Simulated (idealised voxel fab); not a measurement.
The process module that follows is named voxel self aligned vias.
Section cut is 270 nm wide and gridded with 5 nm square cells.
The cross-sections in this document take the form of a grid made of square cells. They are written out as bands, in order from top to bottom. Each band consists of one or more rows of cells. Quick guide to a band line: top height, bottom height (nm) up front; then every material left to right with its width in nm. Only one material and it's marked "full width"? Then it fills the band edge to edge. And "air" just means empty space. The level at which height equals 0 is the one under which the wafer, as it arrives, is entirely one material. No lower edge exists for the bottom band, which continues downward and is notated as in "z 0 and below". A width such as "30..40" changes by the same amount from each row of cells to the next, from the band's top row to its bottom row. Take "stayed the same" at face value: in the step it is given for, the cross-section changed in none of its cells. Closed empty spaces (no open way to the top) of 8 cells or more are what "Sealed void listing" lists, each as width x height at distance from the left edge, nm for all three. What comes after the settings on a step's line is commentary from the simulator itself on that step. You can add "overlay nm" to a step's line. For a step with a mask, it describes how far the mask lay to the right of its planned position, and a negative number describes a lay to the left.

SO HERE'S THE LINEUP OF PROCESS STEPS WE PLANNED
1. RECEIVE, material Si
2. CONFORMAL_DEP, material SiO2, thk nm 10
3. CONFORMAL_DEP, material SiCN, thk nm 5
4. DIRECTIONAL_DEP, material lowk, thk nm 20
5. MASKED_ETCH, tone open, mask id LINES, width nm 20, pitch nm 70, etch materials lowk, depth nm 20, overlay nm 0
6. CONFORMAL_DEP, material TiN, thk nm 5
7. FILL_DEP, material Ru, thk nm 10
8. CMP, height nm 35
9. SELECTIVE_ETCH, etch materials W Ru TiN, depth nm 5
10. FILL_DEP, material SiN, thk nm 5
11. CMP, height nm 35
12. DIRECTIONAL_DEP, material lowk, thk nm 20
13. DIRECTIONAL_DEP, material aC, thk nm 15
14. PATTERN, tone open, mask id VIAS, material resist, width nm 40, pitch nm 70, thk nm 30, overlay nm 0
15. DIRECTIONAL_ETCH, etch materials aC, depth nm 15
16. STRIP, etch materials resist
17. DIRECTIONAL_ETCH, etch materials lowk, depth nm 20
18. DIRECTIONAL_ETCH, etch materials SiN, depth nm 5
19. STRIP, etch materials aC
20. CONFORMAL_DEP, material TiN, thk nm 5
21. FILL_DEP, material Ru, thk nm 10
22. CMP, height nm 55
23. CONFORMAL_DEP, material SiCN, thk nm 5

STEP 1 COMPLETE: CROSS-SECTION OF THE WAFER AS RECEIVED
- z 0 and below  Si full width
- Sealed void listing: none

HERE'S THE CROSS-SECTION OF THE FIRST OF OUR TWO WAFERS AT THE END OF THE MODULE - IT RAN AS PLANNED
- z 60 to 55  SiCN full width
- z 55 to 40  lowk: 80  TiN: 5  Ru: 30  TiN: 5  lowk: 30  TiN: 5  Ru: 30  TiN: 5  lowk: 80
- z 40 to 35  lowk: 80  TiN: 15  Ru: 10  TiN: 15  lowk: 30  TiN: 15  Ru: 10  TiN: 15  lowk: 80
- z 35 to 30  lowk: 90  TiN: 20  lowk: 50  TiN: 20  lowk: 90
- z 30 to 20  lowk: 90  TiN: 5  Ru: 10  TiN: 5  lowk: 50  TiN: 5  Ru: 10  TiN: 5  lowk: 90
- z 20 to 15  lowk: 90  TiN: 20  lowk: 50  TiN: 20  lowk: 90
- z 15 to 10  SiCN full width
- z 10 to 0  SiO2 full width
- z 0 and below  Si full width
- Sealed void listing: none

CROSS-SECTION, SECOND WAFER: SAME START AS THE FIRST, SAME PLAN AS THE FIRST, ONE MISTAKE IN RUNNING IT; TAKEN AT THE END OF THE MODULE
- z 60 to 55  SiCN full width
- z 55 to 40  lowk: 80  TiN: 5  Ru: 30  TiN: 5  lowk: 30  TiN: 5  Ru: 30  TiN: 5  lowk: 80
- z 40 to 35  lowk: 80  TiN: 20  Ru: 5  TiN: 15  lowk: 30  TiN: 20  Ru: 5  TiN: 15  lowk: 80
- z 35 to 30  lowk: 95  TiN: 15  lowk: 55  TiN: 15  lowk: 90
- z 30 to 20  lowk: 95  TiN: 5  Ru: 5  TiN: 5  lowk: 55  TiN: 5  Ru: 5  TiN: 5  lowk: 90
- z 20 to 15  lowk: 95  TiN: 15  lowk: 55  TiN: 15  lowk: 90
- z 15 to 10  SiCN full width
- z 10 to 0  SiO2 full width
- z 0 and below  Si full width
- Sealed void listing: none
Plan not followed: step 5 changed vs plan, executed as MASKED_ETCH, tone open, mask id LINES, width nm 15, pitch nm 70, etch materials lowk, depth nm 20, overlay nm 0
End check, counted in cells, second wafer has more or fewer of these materials than the first: 6 fewer of Ru | 2 fewer of TiN | 8 more of lowk
